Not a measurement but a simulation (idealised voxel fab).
process module | voxel capacitor over wiring
Xsec cut, 220 nm wide, square cell size 5 nm.
Cross-sections here: square-cell grids, written as top-down lists of bands, a band being one or more rows of cells.
Top height, bottom height, nm. Materials left to right, width each, nm. Single material + "all across" = fills band edge to edge. "air" = empty.
Heights are measured from 0, the level below which the as-received wafer is all one material; the lowest band has no bottom and continues downward, written as in "0 and below".
A width such as "30->40" changes by the same amount from each row of cells to the next, from the band's top row to its bottom row.
"no change occurred" for a step: no cell of the cross-section changed in that step.
For the entry "Cavities, sealed", the listed items are empty spaces with no open way to the top whose size is 8 cells or more; each item follows the pattern width x height at distance, where distance is from the left edge and all three are in nm.
Post-settings text on a step line: simulator's own remark regarding the step.
"overlay nm", when on a step's line for a step with a mask, measures how far to the right of its planned place the mask lay; a negative measure means to the left.
[This section lists the process steps that were planned]
step 1: RECEIVE [material Si]
step 2: CONFORMAL_DEP [material SiO2] [thk nm 15]
step 3: DIRECTIONAL_DEP [material TiN] [thk nm 5]
step 4: DIRECTIONAL_DEP [material W] [thk nm 15]
step 5: DIRECTIONAL_DEP [material aC] [thk nm 15]
step 6: PATTERN [tone cover] [mask id METAL_1] [material resist] [width nm 30] [pitch nm 90] [thk nm 30] [overlay nm 0]
step 7: DIRECTIONAL_ETCH [etch materials aC] [depth nm 15]
step 8: STRIP [etch materials resist]
step 9: DIRECTIONAL_ETCH [etch materials W] [depth nm 15]
step 10: DIRECTIONAL_ETCH [etch materials TiN] [depth nm 5]
step 11: STRIP [etch materials aC]
step 12: CONFORMAL_DEP [material SiN] [thk nm 5]
step 13: FILL_DEP [material SiO2] [thk nm 5]
step 14: CMP [height nm 35]
step 15: CONFORMAL_DEP [material SiCN] [thk nm 5]
step 16: DIRECTIONAL_DEP [material SiO2] [thk nm 15]
step 17: PATTERN [tone open] [mask id PLUG_1] [material resist] [width nm 15] [thk nm 15] [overlay nm 0]
step 18: DIRECTIONAL_ETCH [etch materials SiO2] [depth nm 15]
step 19: DIRECTIONAL_ETCH [etch materials SiCN] [depth nm 5]
step 20: STRIP [etch materials resist]
step 21: CONFORMAL_DEP [material TiN] [thk nm 5]
step 22: FILL_DEP [material Cu] [thk nm 10]
step 23: CMP [height nm 55]
step 24: DIRECTIONAL_DEP [material TiN] [thk nm 10]
step 25: DIRECTIONAL_DEP [material Al2O3] [thk nm 5]
step 26: DIRECTIONAL_DEP [material TiN] [thk nm 5]
step 27: PATTERN [tone cover] [mask id UPPER_PLATE] [material resist] [width nm 65] [thk nm 15] [overlay nm 0]
step 28: DIRECTIONAL_ETCH [etch materials TiN] [depth nm 5]
step 29: DIRECTIONAL_ETCH [etch materials Al2O3] [depth nm 5]
step 30: STRIP [etch materials resist]
step 31: DIRECTIONAL_DEP [material aC] [thk nm 10]
step 32: PATTERN [tone cover] [mask id LOWER_PLATE] [material resist] [width nm 75] [thk nm 25] [overlay nm 0]
step 33: DIRECTIONAL_ETCH [etch materials aC] [depth nm 10]
step 34: STRIP [etch materials resist]
step 35: DIRECTIONAL_ETCH [etch materials TiN] [depth nm 10]
step 36: STRIP [etch materials aC]
step 37: FILL_DEP [material SiO2] [thk nm 20]
step 38: CMP [height nm 90]
step 39: MASKED_ETCH [tone open] [mask id PLUG_2] [width nm 15] [etch materials SiO2] [depth nm 15] [overlay nm 0]
step 40: CONFORMAL_DEP [material TiN] [thk nm 5]
step 41: FILL_DEP [material W] [thk nm 5]
step 42: CMP [height nm 90]
step 43: CONFORMAL_DEP [material SiCN] [thk nm 5]
[Cross-section of the wafer upon arrival, representing the state reached after step 1]
  0 and below = Si all across
  Cavities, sealed: none
[Starting wafer: above. Plan: above. Run: one mistake. Cross-section after the module: below]
  95 down to 90 = SiCN all across
  90 down to 80 = SiO2=70, then TiN=5, then W=15, then TiN=5, then SiO2=125
  80 down to 70 = SiO2=70->65, then TiN=25->65, then SiO2=125->90
  70 down to 65 = SiO2=65, then Al2O3=65, then SiO2=90
  65 down to 55 = SiO2=60, then TiN=75, then SiO2=85
  55 down to 40 = SiO2=65, then TiN=5, then Cu=5, then TiN=5, then SiO2=140
  40 down to 35 = SiCN=65, then TiN=15, then SiCN=140
  35 down to 20 = SiO2=45, then SiN=5, then W=30, then SiN=5, then SiO2=50, then SiN=5, then W=30, then SiN=5, then SiO2=45
  20 down to 15 = SiN=50, then TiN=30, then SiN=60, then TiN=30, then SiN=50
  15 down to 0 = SiO2 all across
  0 and below = Si all across
  Cavities, sealed: none
The mistake made against the process plan was this: step 39 went in with a setting other than planned; the actual run was MASKED_ETCH [tone open] [mask id PLUG_2] [width nm 25] [etch materials SiO2] [depth nm 15] [overlay nm 0]
